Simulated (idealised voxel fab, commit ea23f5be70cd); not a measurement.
The process module that follows is named voxel ribs on slabs.
The cross-section shown here is cut; it is 290 nm wide and divided into square cells measuring 5 nm on a side.
Heads up, the way a cross-section reads in here is a grid of square cells, handed over as bands from the top down, with every band being one or more rows of cells. A band entry consists of two parts. The first gives the height of the band's top and the height of its bottom, in nm. The rest lists the band's materials from left to right, each with its width in nm. A single material labelled with the word "edge to edge" fills the band from edge to edge, and the word "blank" marks empty space. Where do heights start? At 0: under that level the wafer as delivered is made of one material only. And the lowest band has no floor; it just carries on downward, as in "z 0 and below". A width such as "30..40" changes by the same amount from each row of cells to the next, from the band's top row to its bottom row. Step note "left unchanged" = no cross-section cell changed. Closed empty spaces (no open way to the top) of 8 cells or more are what "Enclosed void listing" lists, each as width x height at distance from the left edge, nm for all three. Anything after a step's settings on that line? It's the simulator's own note about the step. Each step line may optionally specify "overlay nm", which for a step with a mask gives the rightward distance between the mask's planned place and where it lay, a negative value indicating the leftward direction.

SET OUT BELOW ARE THE PLANNED STEPS OF THE PROCESS
step 1: RECEIVE | material Si
step 2: DIRECTIONAL_DEP | material SiO2 | thk nm 25
step 3: DIRECTIONAL_DEP | material polySi | thk nm 25
step 4: PATTERN | tone cover | mask id RIB | material resist | width nm 30 | thk nm 20 | overlay nm 0
step 5: DIRECTIONAL_ETCH | etch materials polySi | depth nm 10
step 6: STRIP | etch materials resist
step 7: MASKED_ETCH | tone cover | mask id SLAB | width nm 90 | etch materials polySi | depth nm 15 | overlay nm 0
step 8: FILL_DEP | material SiO2 | thk nm 25
step 9: CMP | height nm 70
step 10: DIRECTIONAL_DEP | material TiN | thk nm 5
step 11: MASKED_ETCH | tone cover | mask id HEATER | width nm 40 | etch materials TiN | depth nm 5 | overlay nm 0
step 12: CONFORMAL_DEP | material SiO2 | thk nm 5

AS-RECEIVED WAFER CROSS-SECTION (AFTER STEP 1)
  z 0 and below  Si edge to edge
  Enclosed void listing: none

CROSS-SECTION: FIRST OF TWO WAFERS, MODULE FINISHED, RUN ACCORDING TO PLAN
  z 80 to 75  blank 120  SiO2 50  blank 120
  z 75 to 70  SiO2 125  TiN 40  SiO2 125
  z 70 to 50  SiO2 edge to edge
  z 50 to 40  SiO2 130  polySi 30  SiO2 130
  z 40 to 25  SiO2 100  polySi 90  SiO2 100
  z 25 to 0  SiO2 edge to edge
  z 0 and below  Si edge to edge
  Enclosed void listing: none

CROSS-SECTIONAL VIEW: SECOND OF TWO WAFERS, END OF MODULE; START AND PLAN IDENTICAL TO THE FIRST, ONE MISTAKE IN RUNNING
  z 80 to 75  blank 120  SiO2 50  blank 120
  z 75 to 70  SiO2 125  TiN 40  SiO2 125
  z 70 to 25  SiO2 edge to edge
  z 25 to 0  polySi edge to edge
  z 0 and below  Si edge to edge
  Enclosed void listing: none
Run error: ran 2 and 3 in swapped order versus the plan
Counted in cells at the end, the second wafer holds more or fewer of these materials than the first: SiO2 -224 | polySi +224
